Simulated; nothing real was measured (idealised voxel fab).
process module | voxel self aligned vias
cross-section cut | 265 nm wide | cells 5 nm
A cross-section is a grid of square cells, given in bands from the top down. A band is one or more rows of cells.
Each band's line starts with the height of the band's top and of its bottom, in nm. Then come its materials from left to right, each with its width in nm. One material with "throughout" fills the band from edge to edge. "air" is empty space.
Height 0 is the level under which the wafer as received is all one material. The lowest band goes on downwards, as in "0 down".
A width such as "30 to 40" changes by the same amount from each row of cells to the next, from the band's top row to its bottom row.
"no change" after a step means that no cell of the cross-section changed.
closed voids: empty space of 8 cells or more with no open way to the top, each as width x height at its distance from the left edge, in nm
after a step's settings: what the simulator itself notes on the step
overlay nm, on a step with a mask: how far to the right of its planned place the mask lay; to the left if negative
plan
1 op RECEIVE | material Si
2 op CONFORMAL_DEP | material SiO2 | thk nm 10
3 op CONFORMAL_DEP | material SiCN | thk nm 5
4 op DIRECTIONAL_DEP | material lowk | thk nm 25
5 op MASKED_ETCH | tone open | mask id LINES | width nm 25 | pitch nm 65 | etch materials lowk | depth nm 25 | overlay nm 0
6 op CONFORMAL_DEP | material TiN | thk nm 5
7 op FILL_DEP | material W | thk nm 5
8 op CMP | height nm 40
9 op SELECTIVE_ETCH | etch materials W Ru TiN | depth nm 10
10 op FILL_DEP | material SiN | thk nm 10
11 op CMP | height nm 40
12 op DIRECTIONAL_DEP | material lowk | thk nm 15
13 op DIRECTIONAL_DEP | material aC | thk nm 15
14 op PATTERN | tone open | mask id VIAS | material resist | width nm 35 | pitch nm 130 | thk nm 30 | overlay nm 0
15 op DIRECTIONAL_ETCH | etch materials aC | depth nm 5
16 op STRIP | etch materials resist
17 op DIRECTIONAL_ETCH | etch materials lowk | depth nm 15
18 op DIRECTIONAL_ETCH | etch materials SiN | depth nm 10
19 op STRIP | etch materials aC
20 op CONFORMAL_DEP | material TiN | thk nm 5
21 op FILL_DEP | material Cu | thk nm 5
22 op CMP | height nm 55
23 op CONFORMAL_DEP | material SiCN | thk nm 5
varied across the wafers: depth nm of step 15. The plan shows the first wafer's value. All wafers start alike
first wafer as received, after step 1
  0 down: Si throughout
  closed voids: none
each wafer at the end: cells of each material gained (+) or lost (-) since it was received, then its closed voids
depth nm 5 | +106 SiCN | +30 SiN | +106 SiO2 | +27 TiN | +18 W | +349 lowk | closed voids: none
depth nm 10 | +106 SiCN | +30 SiN | +106 SiO2 | +27 TiN | +18 W | +349 lowk | closed voids: none
depth nm 15 | +32 Cu | +106 SiCN | +10 SiN | +106 SiO2 | +57 TiN | +18 W | +307 lowk | closed voids: none
depth nm 20 | +32 Cu | +106 SiCN | +10 SiN | +106 SiO2 | +57 TiN | +18 W | +307 lowk | closed voids: none
depth nm 25 | +32 Cu | +106 SiCN | +10 SiN | +106 SiO2 | +57 TiN | +18 W | +307 lowk | closed voids: none
depth nm 30 | +32 Cu | +106 SiCN | +10 SiN | +106 SiO2 | +57 TiN | +18 W | +307 lowk | closed voids: none
